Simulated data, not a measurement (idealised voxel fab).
The name of this process module is voxel lift off.
It is cross-section cut that appears here, measuring 295 nm in width, its square cells being 5 nm in size.
Cross-section format: a grid of square cells, given as bands from top to bottom; each band is one or more rows of cells. In this notation a band is specified by the heights of its top and bottom, in that order and in nm, after which its materials appear from left to right, each paired with its width in nm. The word "throughout" attached to a single material means that material fills the band from edge to edge; the word "empty" stands for empty space. Heights are reckoned from 0. Under this level, the received wafer is all of one material. The bottommost band is open-ended downward, for example "from 0 down". The notation "30 to 40" denotes a width that varies across the rows of cells in the band, beginning at the first number in the top row, finishing at the second number in the bottom row, and changing by an identical amount from each row to the next. Basically "no alterations made" means that step didn't change any cell in the cross-section. "Sealed voids" specifies each empty space that is not open to the top and that occupies no fewer than 8 cells, using the form width x height at distance, the distance measured from the left edge and all three quantities in nm. Text after the settings on a step's line: the simulator's own remark on that step. The optional step-line setting "overlay nm" applies to steps with a mask and quantifies how far to the right of its planned location the mask lay, a negative value indicating leftward placement.
THIS SECTION LISTS THE PROCESS STEPS THAT WERE PLANNED
1. RECEIVE,material Si
2. CONFORMAL_DEP,material Al2O3,thk nm 5
3. PATTERN,tone open,mask id LINES,material resist,width nm 30,pitch nm 50,thk nm 30,overlay nm 0
4. DIRECTIONAL_DEP,material Ru,thk nm 15
5. STRIP,etch materials resist
6. CONFORMAL_DEP,material SiCN,thk nm 5
WAFER CROSS-SECTION ON RECEIPT, I.E. AFTER STEP 1
    from 0 down: Si throughout
    Sealed voids: none
THE PLAN ABOVE WAS CARRIED OUT ON THE STARTING STRUCTURE ABOVE WITH ONE MISTAKE, AND THIS CROSS-SECTION SHOWS THE WAFER AT THE END OF THE MODULE
    from 25 to 20: empty (100) / SiCN (45) / empty (5) / SiCN (45) / empty (100)
    from 20 to 10: empty (100) / SiCN (5) / Ru (35) / SiCN (5) / empty (5) / SiCN (5) / Ru (35) / SiCN (5) / empty (100)
    from 10 to 5: SiCN (105) / Ru (35) / SiCN (15) / Ru (35) / SiCN (105)
    from 5 to 0: Al2O3 throughout
    from 0 down: Si throughout
    Sealed voids: none
Error vs. plan: off-plan run, step 3, actual operation and settings PATTERN,tone open,mask id LINES,material resist,width nm 35,pitch nm 50,thk nm 30,overlay nm 0
